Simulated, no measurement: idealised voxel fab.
Process module, titled voxel gate over fins
Cross-section cut: width 295 nm, square cells of 5 nm.
Cross-section, as written here: a square-cell grid given band by band from the top down, where a band holds one or more rows of cells. Read a band's entry like this: the first values are the height of its top and the height of its bottom in nm, and what follows is the sequence of materials from left to right, each with its width in nm. Note that "empty" is empty space, and that a single material marked "edge to edge" reaches across the band from edge to edge. Counting heights begins at 0, where everything beneath is, in the wafer as received, one material. The lowest band has no bottom; it goes on downwards, as "0 -> down" shows. It should be noted that a width expressed as "30 to 40" varies in equal increments from row to row of cells within the band, taking the value of the first number at the top row and that of the second number at the bottom row. You'll sometimes find "no modifications" written for a step, and that's the way of saying that nowhere in the cross-section did a cell change during that step. "Enclosed void catalog": sealed empty spaces, 8 cells or more, no open way to top, listed width x height at distance, with distance from the left edge and width, height and distance in nm. On a step's line, text after the settings is the simulator commenting on that step. Regarding "overlay nm": on a step with a mask, it is the distance the mask lay to the right of its planned place; a negative value places it to the left.
[Planned step list for the process]
| 1 | RECEIVE: material Si |
| 2 | CONFORMAL_DEP: material SiN, thk nm 10 |
| 3 | PATTERN: tone cover, mask id FINS, material resist, width nm 15, pitch nm 45, thk nm 20, overlay nm -15 |
| 4 | DIRECTIONAL_ETCH: etch materials SiN, depth nm 10 |
| 5 | DIRECTIONAL_ETCH: etch materials Si, depth nm 40 |
| 6 | STRIP: etch materials resist |
| 7 | OXIDIZE: depth nm 5 |
| 8 | FILL_DEP: material SiO2, thk nm 15 |
| 9 | CMP: height nm 10 |
| 10 | SELECTIVE_ETCH: etch materials SiO2, depth nm 20 |
| 11 | STRIP: etch materials SiN |
| 12 | CONFORMAL_DEP: material HfO2, thk nm 5 |
| 13 | CONFORMAL_DEP: material TiN, thk nm 5 |
| 14 | FILL_DEP: material W, thk nm 10 |
| 15 | CMP: height nm 15 |
| 16 | CONFORMAL_DEP: material SiN, thk nm 10 |
Split variable: overlay nm, step 3. Plan value = first wafer. Wafers start alike.
[Received condition of the first of several wafers, sectioned: post-step 1]
- 0 -> down = Si edge to edge
- Enclosed void catalog: none
[Quick look at the cross-section of the first of several wafers after step 16, which wraps up the module]
- 25 -> 15 = SiN edge to edge
- 15 -> 10 = W edge to edge
- 10 -> 5 = W 95 nm; TiN 25 nm; W 20 nm; TiN 25 nm; W 130 nm
- 5 -> 0 = W 95 nm; TiN 5 nm; HfO2 15 nm; TiN 5 nm; W 20 nm; TiN 5 nm; HfO2 15 nm; TiN 5 nm; W 130 nm
- 0 -> -5 = TiN 100 nm; HfO2 5 nm; Si 5 nm; HfO2 5 nm; TiN 30 nm; HfO2 5 nm; Si 5 nm; HfO2 5 nm; TiN 135 nm
- -5 -> -10 = HfO2 105 nm; Si 5 nm; HfO2 40 nm; Si 5 nm; HfO2 140 nm
- -10 -> -45 = SiO2 105 nm; Si 5 nm; SiO2 40 nm; Si 5 nm; SiO2 140 nm
- -45 -> down = Si edge to edge
- Enclosed void catalog: none
[Cross-section of the final wafer among several, taken at the end of the module]
- 25 -> 15 = SiN edge to edge
- 15 -> 10 = W edge to edge
- 10 -> 5 = W 125 nm; TiN 25 nm; W 20 nm; TiN 25 nm; W 100 nm
- 5 -> 0 = W 125 nm; TiN 5 nm; HfO2 15 nm; TiN 5 nm; W 20 nm; TiN 5 nm; HfO2 15 nm; TiN 5 nm; W 100 nm
- 0 -> -5 = TiN 130 nm; HfO2 5 nm; Si 5 nm; HfO2 5 nm; TiN 30 nm; HfO2 5 nm; Si 5 nm; HfO2 5 nm; TiN 105 nm
- -5 -> -10 = HfO2 135 nm; Si 5 nm; HfO2 40 nm; Si 5 nm; HfO2 110 nm
- -10 -> -45 = SiO2 135 nm; Si 5 nm; SiO2 40 nm; Si 5 nm; SiO2 110 nm
- -45 -> down = Si edge to edge
- Enclosed void catalog: none
[Wafer rows, end of module: cells per material gained (+) or lost (-) since receipt; closed voids last]
overlay nm -15 | +67 HfO2 | -513 Si | +118 SiN | +399 SiO2 | +67 TiN | +157 W | Enclosed void catalog: none
overlay nm -10 | +67 HfO2 | -513 Si | +118 SiN | +399 SiO2 | +67 TiN | +157 W | Enclosed void catalog: none
overlay nm -5 | +67 HfO2 | -513 Si | +118 SiN | +399 SiO2 | +67 TiN | +157 W | Enclosed void catalog: none
overlay nm 0 | +67 HfO2 | -513 Si | +118 SiN | +399 SiO2 | +67 TiN | +157 W | Enclosed void catalog: none
overlay nm 5 | +67 HfO2 | -513 Si | +118 SiN | +399 SiO2 | +67 TiN | +157 W | Enclosed void catalog: none
overlay nm 10 | +67 HfO2 | -513 Si | +118 SiN | +399 SiO2 | +67 TiN | +157 W | Enclosed void catalog: none
overlay nm 15 | +67 HfO2 | -513 Si | +118 SiN | +399 SiO2 | +67 TiN | +157 W | Enclosed void catalog: none
